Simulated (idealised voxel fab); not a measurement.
Proc. module: voxel plated lines
The figure presents cross-section cut, which has a width of 300 nm and is divided into square cells with an edge length of 5 nm.
The cross-sections in this document take the form of a grid made of square cells. They are written out as bands, in order from top to bottom. Each band consists of one or more rows of cells. In this notation a band is specified by the heights of its top and bottom, in that order and in nm, after which its materials appear from left to right, each paired with its width in nm. The word "edge to edge" attached to a single material means that material fills the band from edge to edge; the word "blank" stands for empty space. Below 0: as-received wafer, all one material; heights counted from there. Lowest band: no bottom, goes on down, written "top 0, no bottom". Read "30->40" as a graded width: first number on top, second number at the bottom, same change between each pair of neighbouring rows. No cell of the cross-section changed in a step that is given as "remains unaltered". Closed-off voids of 8+ cells (no open route to the top) go in "Voids, sealed", written width x height at distance from the left edge, in nm. The remark found on a step's line after its settings is issued by the simulator itself and pertains to that step. On any step carrying a mask, the "overlay nm" setting, if present on the step's line, tells how far right of its planned place the mask lay; negative values point to the left.

## Planned step list for the process
- 1: RECEIVE (material Si)
- 2: CONFORMAL_DEP (material Al2O3; thk nm 5)
- 3: DIRECTIONAL_DEP (material TiN; thk nm 5)
- 4: PATTERN (tone open; mask id LINES; material resist; width nm 20; pitch nm 35; thk nm 25; overlay nm 0)
- 5: EPI (material Ru; thk nm 10)
- 6: EPI (material Ru; thk nm 10)
- 7: STRIP (etch materials resist)
- 8: DIRECTIONAL_ETCH (etch materials TiN; depth nm 5)
- 9: CONFORMAL_DEP (material SiN; thk nm 5)

## Cross-section, incoming material, after step 1
- top 0, no bottom: Si edge to edge
- Voids, sealed: none

## Cross-section, end of module. Start: as above. Plan: as above. Execution: one mistake
- top 35, bottom 30: 75 of blank; 30 of SiN; 5 of blank; 30 of SiN; 5 of blank; 30 of SiN; 5 of blank; 30 of SiN; 90 of blank
- top 30, bottom 10: 75 of blank; 5 of SiN; 20 of Ru; 5 of SiN; 5 of blank; 5 of SiN; 20 of Ru; 5 of SiN; 5 of blank; 5 of SiN; 20 of Ru; 5 of SiN; 5 of blank; 5 of SiN; 20 of Ru; 5 of SiN; 90 of blank
- top 10, bottom 5: 80 of SiN; 20 of TiN; 15 of SiN; 20 of TiN; 15 of SiN; 20 of TiN; 15 of SiN; 20 of TiN; 95 of SiN
- top 5, bottom 0: Al2O3 edge to edge
- top 0, no bottom: Si edge to edge
- Voids, sealed: none
Error vs. plan: rather than as planned, step 4 actually ran as PATTERN (tone open; mask id LINES; material resist; width nm 20; pitch nm 35; thk nm 25; overlay nm -5)
